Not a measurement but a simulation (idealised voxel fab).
process module | voxel ribs on slabs
cross-section cut | 195 nm wide | cells 5 nm
A cross-section is a grid of square cells, given in bands from the top down. A band is one or more rows of cells.
Each band's line starts with the height of the band's top and of its bottom, in nm. Then come its materials from left to right, each with its width in nm. One material with "throughout" fills the band from edge to edge. "air" is empty space.
Height 0 is the level under which the wafer as received is all one material. The lowest band goes on downwards, as in "0 down".
A width such as "30 to 40" changes by the same amount from each row of cells to the next, from the band's top row to its bottom row.
"no change" after a step means that no cell of the cross-section changed.
closed voids: empty space of 8 cells or more with no open way to the top, each as width x height at its distance from the left edge, in nm
after a step's settings: what the simulator itself notes on the step
overlay nm, on a step with a mask: how far to the right of its planned place the mask lay; to the left if negative
plan
1 op RECEIVE | material Si
2 op DIRECTIONAL_DEP | material SiO2 | thk nm 25
3 op DIRECTIONAL_DEP | material polySi | thk nm 20
4 op MASKED_ETCH | tone cover | mask id RIB | width nm 15 | etch materials polySi | depth nm 15 | overlay nm 0
5 op DIRECTIONAL_DEP | material aC | thk nm 15
6 op PATTERN | tone cover | mask id SLAB | material resist | width nm 65 | thk nm 35 | overlay nm 0
7 op DIRECTIONAL_ETCH | etch materials aC | depth nm 15
8 op STRIP | etch materials resist
9 op DIRECTIONAL_ETCH | etch materials polySi | depth nm 5
10 op STRIP | etch materials aC
11 op FILL_DEP | material SiO2 | thk nm 20
12 op CMP | height nm 55
13 op DIRECTIONAL_DEP | material TiN | thk nm 5
14 op PATTERN | tone cover | mask id HEATER | material resist | width nm 25 | thk nm 20 | overlay nm 0
15 op DIRECTIONAL_ETCH | etch materials TiN | depth nm 5
16 op STRIP | etch materials resist
17 op CONFORMAL_DEP | material SiN | thk nm 5
as received, after step 1
  0 down: Si throughout
  closed voids: none
a wafer at the end: this start, this plan, one mistake
  65 to 60: air 80 | SiO2 35 | air 80
  60 to 55: SiO2 85 | TiN 25 | SiO2 85
  55 to 45: SiO2 throughout
  45 to 30: SiO2 90 | polySi 15 | SiO2 90
  30 to 25: SiO2 65 | polySi 65 | SiO2 65
  25 to 0: SiO2 throughout
  0 down: Si throughout
  closed voids: none
what went wrong: step 17 ran as: op CONFORMAL_DEP | material SiO2 | thk nm 5
